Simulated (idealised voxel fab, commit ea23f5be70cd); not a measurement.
The following process module bears the name voxel wiring stack.
Displayed cross-section: cut, width of 285 nm, square cells sized 5 nm.
This document writes a cross-section as a grid whose cells are square, and gives it as bands, listed from the top down; one or more rows of cells form a band.
First you get the band's top height and its bottom height, in nm, and then the materials it's made of, left to right, with each width in nm. If you see a single material with "all across", that one covers the band edge to edge. "air" is empty space.
A quick word on heights: they are counted from 0, and under that level the wafer as it came to us is one material throughout. The lowest band is different from the rest in having no bottom; it simply continues downward, written as in "0 down".
Quick explanation for "30->40": the width changes in equal steps down the rows of cells, from the first number in the band's top row to the second number in its bottom row.
"remained the same" for a step: no cell of the cross-section changed in that step.
"Trapped void list" enumerates empty spaces isolated from the top, with no open way to it, that contain at least 8 cells, giving each as width x height at distance from the left edge, all three in nm.
What comes after the settings on a step's line is commentary from the simulator itself on that step.
overlay nm: right-of-plan distance of the mask on a masked step; negative values mean left-of-plan.
## Process steps foreseen in the plan
- 1: op RECEIVE | material Si
- 2: op CONFORMAL_DEP | material SiO2 | thk nm 15
- 3: op CONFORMAL_DEP | material SiN | thk nm 5
- 4: op DIRECTIONAL_DEP | material SiO2 | thk nm 20
- 5: op PATTERN | tone open | mask id METAL_1 | material resist | width nm 20 | pitch nm 45 | thk nm 20 | overlay nm 0
- 6: op DIRECTIONAL_ETCH | etch materials SiO2 | depth nm 20
- 7: op DIRECTIONAL_ETCH | etch materials SiN | depth nm 5
- 8: op STRIP | etch materials resist
- 9: op CONFORMAL_DEP | material TiN | thk nm 5
- 10: op FILL_DEP | material Cu | thk nm 10
- 11: op CMP | height nm 40
- 12: op CONFORMAL_DEP | material SiCN | thk nm 5
- 13: op DIRECTIONAL_DEP | material lowk | thk nm 15
- 14: op DIRECTIONAL_DEP | material aC | thk nm 10
- 15: op PATTERN | tone open | mask id PLUG_1 | material resist | width nm 15 | pitch nm 90 | thk nm 30 | overlay nm 0
- 16: op DIRECTIONAL_ETCH | etch materials aC | depth nm 10
- 17: op STRIP | etch materials resist
- 18: op DIRECTIONAL_ETCH | etch materials lowk | depth nm 15
- 19: op DIRECTIONAL_ETCH | etch materials SiCN | depth nm 5
- 20: op STRIP | etch materials aC
- 21: op CONFORMAL_DEP | material TiN | thk nm 5
- 22: op FILL_DEP | material Ru | thk nm 5
- 23: op CMP | height nm 60
- 24: op CONFORMAL_DEP | material SiCN | thk nm 5
- 25: op DIRECTIONAL_DEP | material lowk | thk nm 15
- 26: op MASKED_ETCH | tone open | mask id METAL_2 | width nm 20 | pitch nm 45 | etch materials lowk | depth nm 15 | overlay nm 0
- 27: op MASKED_ETCH | tone open | mask id METAL_2 | width nm 20 | pitch nm 45 | etch materials SiCN | depth nm 5 | overlay nm 0
- 28: op CONFORMAL_DEP | material TiN | thk nm 5
- 29: op FILL_DEP | material Cu | thk nm 5
- 30: op CMP | height nm 80
- 31: op EPI | material Ru | thk nm 5
- 32: op FILL_DEP | material SiCN | thk nm 5
## Received-state cross-section, reflecting completion of step 1
0 down = Si all across
Trapped void list: none
## Cross-section: first of two wafers, module finished, run according to plan
90 to 85 = SiCN all across
85 to 80 = SiCN 80 nm  Ru 30 nm  SiCN 15 nm  Ru 30 nm  SiCN 15 nm  Ru 30 nm  SiCN 85 nm
80 to 65 = lowk 85 nm  TiN 5 nm  Cu 10 nm  TiN 5 nm  lowk 25 nm  TiN 5 nm  Cu 10 nm  TiN 5 nm  lowk 25 nm  TiN 5 nm  Cu 10 nm  TiN 5 nm  lowk 90 nm
65 to 60 = SiCN 85 nm  TiN 20 nm  SiCN 25 nm  TiN 20 nm  SiCN 25 nm  TiN 20 nm  SiCN 90 nm
60 to 45 = lowk 85 nm  TiN 5 nm  Ru 5 nm  TiN 5 nm  lowk 75 nm  TiN 5 nm  Ru 5 nm  TiN 5 nm  lowk 95 nm
45 to 40 = SiCN 85 nm  TiN 15 nm  SiCN 75 nm  TiN 15 nm  SiCN 95 nm
40 to 20 = SiO2 85 nm  TiN 5 nm  Cu 10 nm  TiN 5 nm  SiO2 25 nm  TiN 5 nm  Cu 10 nm  TiN 5 nm  SiO2 25 nm  TiN 5 nm  Cu 10 nm  TiN 5 nm  SiO2 90 nm
20 to 15 = SiN 85 nm  TiN 20 nm  SiN 25 nm  TiN 20 nm  SiN 25 nm  TiN 20 nm  SiN 90 nm
15 to 0 = SiO2 all across
0 down = Si all across
Trapped void list: none
## Second wafer through the module, sectioned at the end: same beginning and same plan as the first wafer, with one mistake in carrying it out
85 to 80 = air 80 nm  Ru 30 nm  air 15 nm  Ru 30 nm  air 15 nm  Ru 30 nm  air 85 nm
80 to 65 = lowk 85 nm  TiN 5 nm  Cu 10 nm  TiN 5 nm  lowk 25 nm  TiN 5 nm  Cu 10 nm  TiN 5 nm  lowk 25 nm  TiN 5 nm  Cu 10 nm  TiN 5 nm  lowk 90 nm
65 to 60 = SiCN 85 nm  TiN 20 nm  SiCN 25 nm  TiN 20 nm  SiCN 25 nm  TiN 20 nm  SiCN 90 nm
60 to 45 = lowk 85 nm  TiN 5 nm  Ru 5 nm  TiN 5 nm  lowk 75 nm  TiN 5 nm  Ru 5 nm  TiN 5 nm  lowk 95 nm
45 to 40 = SiCN 85 nm  TiN 15 nm  SiCN 75 nm  TiN 15 nm  SiCN 95 nm
40 to 20 = SiO2 85 nm  TiN 5 nm  Cu 10 nm  TiN 5 nm  SiO2 25 nm  TiN 5 nm  Cu 10 nm  TiN 5 nm  SiO2 25 nm  TiN 5 nm  Cu 10 nm  TiN 5 nm  SiO2 90 nm
20 to 15 = SiN 85 nm  TiN 20 nm  SiN 25 nm  TiN 20 nm  SiN 25 nm  TiN 20 nm  SiN 90 nm
15 to 0 = SiO2 all across
0 down = Si all across
Trapped void list: none
Against the plan, the run slipped here: step 32 of the plan was jumped over and never run
Final comparison by cell count, materials where the second wafer has more or fewer than the first: 96 fewer of SiCN
